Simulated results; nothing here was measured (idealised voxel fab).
The process module that follows is named voxel released beams.
In the cross-section labelled cut, the width is 155 nm and each square cell is 5 nm.
How to read a cross-section here: the picture is a grid of square cells, written as bands going from the top down, and any band can span one or more rows of cells. First you get the band's top height and its bottom height, in nm, and then the materials it's made of, left to right, with each width in nm. If you see a single material with "all across", that one covers the band edge to edge. "empty" is empty space. Beneath 0, the wafer as received is one material, and that level is where height counting begins. The lowest band goes on downward without a bottom; it is written like "0 and below". Graded width ("30 to 40"): value in top row of band = first number; value in bottom row = second number; row-to-row change constant. "everything unchanged" after a step means that no cell of the cross-section changed. The entry titled "Fully closed voids" provides the empty spaces that have no open way to the top, restricted to those of 8 cells or more. Each is presented as width x height at distance, the distance being measured from the left edge, with all three in nm. Note: text after step settings on the step line = simulator remark on that step. Among the settings permitted on a step's line is "overlay nm"; applied to a step with a mask, it specifies the extent to which the mask lay to the right of its planned position, whereas a negative figure signifies a position to the left.
Steps planned for the process
1) RECEIVE | material Si
2) CONFORMAL_DEP | material Al2O3 | thk nm 5
3) DIRECTIONAL_DEP | material SiO2 | thk nm 15
4) DIRECTIONAL_DEP | material aC | thk nm 10
5) PATTERN | tone open | mask id ANCHOR | material resist | width nm 35 | thk nm 25 | overlay nm -15
6) DIRECTIONAL_ETCH | etch materials aC | depth nm 10
7) STRIP | etch materials resist
8) DIRECTIONAL_ETCH | etch materials SiO2 | depth nm 15
9) STRIP | etch materials aC
10) CONFORMAL_DEP | material W | thk nm 10
11) DIRECTIONAL_DEP | material aC | thk nm 15
12) PATTERN | tone cover | mask id BEAM | material resist | width nm 100 | thk nm 35 | overlay nm 0
13) DIRECTIONAL_ETCH | etch materials aC | depth nm 15
14) STRIP | etch materials resist
15) DIRECTIONAL_ETCH | etch materials W | depth nm 10
16) STRIP | etch materials aC
17) STRIP | etch materials SiO2
Wafers differ in overlay nm at step 5; plan lists the first wafer's value; identical starting state.
Step 1 complete: as-received cross-section of the first of several wafers
- 0 and below: Si all across
- Fully closed voids: none
Cross-section of the first of several wafers once the module has run through its last step, step 17
- 30 down to 20: 40 empty | 85 W | 30 empty
- 20 down to 15: 15 empty | 10 W | 15 empty | 10 W | 105 empty
- 15 down to 5: 15 empty | 35 W | 105 empty
- 5 down to 0: Al2O3 all across
- 0 and below: Si all across
- Fully closed voids: none
Last wafer x-sec, end of module
- 30 down to 20: 25 empty | 30 W | 15 empty | 55 W | 30 empty
- 20 down to 15: 45 empty | 10 W | 15 empty | 10 W | 75 empty
- 15 down to 5: 45 empty | 35 W | 75 empty
- 5 down to 0: Al2O3 all across
- 0 and below: Si all across
- Fully closed voids: none
The rows of the table below are wafers. Looking at the end of the module, a row counts, for every material, the cells the wafer has gained, shown as (+), or lost, shown as (-), since it was received; its closed voids come next
overlay nm -15 | +31 Al2O3 | +52 W | Fully closed voids: none
overlay nm -10 | +31 Al2O3 | +52 W | Fully closed voids: none
overlay nm -5 | +31 Al2O3 | +52 W | Fully closed voids: none
overlay nm 0 | +31 Al2O3 | +52 W | Fully closed voids: none
overlay nm 5 | +31 Al2O3 | +52 W | Fully closed voids: none
overlay nm 10 | +31 Al2O3 | +52 W | Fully closed voids: none
overlay nm 15 | +31 Al2O3 | +52 W | Fully closed voids: none
